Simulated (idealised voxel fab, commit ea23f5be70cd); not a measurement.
Module name: voxel self aligned vias (process module)
Cross-section cut: width 150 nm, square cells of 5 nm.
Think of the cross-section as a grid of square cells. We describe it in bands, top to bottom, and each band covers one or more rows of those cells. Quick guide to a band line: top height, bottom height (nm) up front; then every material left to right with its width in nm. Only one material and it's marked "edge to edge"? Then it fills the band edge to edge. And "empty" just means empty space. The level at which height equals 0 is the one under which the wafer, as it arrives, is entirely one material. No lower edge exists for the bottom band, which continues downward and is notated as in "z 0 and below". A width given as "30 to 40" starts at the first number in the band's top row and ends at the second number in its bottom row, shifting by an equal amount at every step from row to row. It should be understood that the words "changes: none", when stated for a given step, signify that the cross-section underwent no change in any of its cells during that step. "Sealed voids" - sealed voids, min. 8 cells, no opening to top; format: width x height at distance (distance from left edge; nm throughout). Post-settings text on a step line: simulator's own remark regarding the step. overlay nm: where the mask lay relative to plan, measured to the right, on steps with a mask; negatives go left.
# The planned process steps are enumerated hereunder
step 1: RECEIVE,material Si
step 2: CONFORMAL_DEP,material SiO2,thk nm 15
step 3: CONFORMAL_DEP,material SiCN,thk nm 5
step 4: DIRECTIONAL_DEP,material SiO2,thk nm 30
step 5: PATTERN,tone open,mask id LINES,material resist,width nm 25,pitch nm 65,thk nm 15,overlay nm 0
step 6: DIRECTIONAL_ETCH,etch materials SiO2,depth nm 20
step 7: STRIP,etch materials resist
step 8: CONFORMAL_DEP,material TiN,thk nm 5
step 9: FILL_DEP,material W,thk nm 5
step 10: CMP,height nm 50
step 11: SELECTIVE_ETCH,etch materials W Ru TiN,depth nm 5
step 12: FILL_DEP,material SiN,thk nm 10
step 13: CMP,height nm 50
step 14: DIRECTIONAL_DEP,material SiO2,thk nm 15
step 15: DIRECTIONAL_DEP,material aC,thk nm 10
step 16: PATTERN,tone open,mask id VIAS,material resist,width nm 45,thk nm 30,overlay nm 0
step 17: DIRECTIONAL_ETCH,etch materials aC,depth nm 10
step 18: STRIP,etch materials resist
step 19: DIRECTIONAL_ETCH,etch materials SiO2,depth nm 15
step 20: DIRECTIONAL_ETCH,etch materials SiN,depth nm 5
step 21: STRIP,etch materials aC
step 22: CONFORMAL_DEP,material TiN,thk nm 5
step 23: FILL_DEP,material Cu,thk nm 5
step 24: CMP,height nm 65
step 25: CONFORMAL_DEP,material SiN,thk nm 5
Among the wafers covered here, the point of difference is the depth nm at step 6; their starting state is shared, and the plan presents the value of the first wafer.
# The first of several wafers, as received after step 1, seen in section
> z 0 and below | Si edge to edge
> Sealed voids: none
# Module finished, last step 25 done: cross-section of the first of several wafers
> z 70 to 65 | SiN edge to edge
> z 65 to 55 | 20 SiO2, then 5 TiN, then 35 Cu, then 5 TiN, then 85 SiO2
> z 55 to 50 | 20 SiO2, then 15 TiN, then 15 Cu, then 15 TiN, then 85 SiO2
> z 50 to 45 | 30 SiO2, then 25 TiN, then 40 SiO2, then 25 SiN, then 30 SiO2
> z 45 to 35 | 30 SiO2, then 5 TiN, then 15 W, then 5 TiN, then 40 SiO2, then 5 TiN, then 15 W, then 5 TiN, then 30 SiO2
> z 35 to 30 | 30 SiO2, then 25 TiN, then 40 SiO2, then 25 TiN, then 30 SiO2
> z 30 to 20 | SiO2 edge to edge
> z 20 to 15 | SiCN edge to edge
> z 15 to 0 | SiO2 edge to edge
> z 0 and below | Si edge to edge
> Sealed voids: none
# Of the several wafers, the last: cross-section at the end of the module
> z 70 to 65 | SiN edge to edge
> z 65 to 55 | 20 SiO2, then 5 TiN, then 35 Cu, then 5 TiN, then 85 SiO2
> z 55 to 50 | 20 SiO2, then 15 TiN, then 15 Cu, then 15 TiN, then 85 SiO2
> z 50 to 45 | 30 SiO2, then 25 TiN, then 40 SiO2, then 25 SiN, then 30 SiO2
> z 45 to 25 | 30 SiO2, then 5 TiN, then 15 W, then 5 TiN, then 40 SiO2, then 5 TiN, then 15 W, then 5 TiN, then 30 SiO2
> z 25 to 20 | 30 SiO2, then 25 TiN, then 40 SiO2, then 25 TiN, then 30 SiO2
> z 20 to 15 | SiCN edge to edge
> z 15 to 0 | SiO2 edge to edge
> z 0 and below | Si edge to edge
> Sealed voids: none
# Tabulated below, wafer by wafer, are the end-of-module results: for each material, the number of cells gained (+) or lost (-) relative to the as-received state, followed by the closed voids
depth nm 20 | +17 Cu | +30 SiCN | +35 SiN | +293 SiO2 | +33 TiN | +12 W | Sealed voids: none
depth nm 25 | +17 Cu | +30 SiCN | +35 SiN | +283 SiO2 | +37 TiN | +18 W | Sealed voids: none
depth nm 30 | +17 Cu | +30 SiCN | +35 SiN | +273 SiO2 | +41 TiN | +24 W | Sealed voids: none
depth nm 35 | +17 Cu | +30 SiCN | +35 SiN | +273 SiO2 | +41 TiN | +24 W | Sealed voids: none
depth nm 40 | +17 Cu | +30 SiCN | +35 SiN | +273 SiO2 | +41 TiN | +24 W | Sealed voids: none
depth nm 45 | +17 Cu | +30 SiCN | +35 SiN | +273 SiO2 | +41 TiN | +24 W | Sealed voids: none
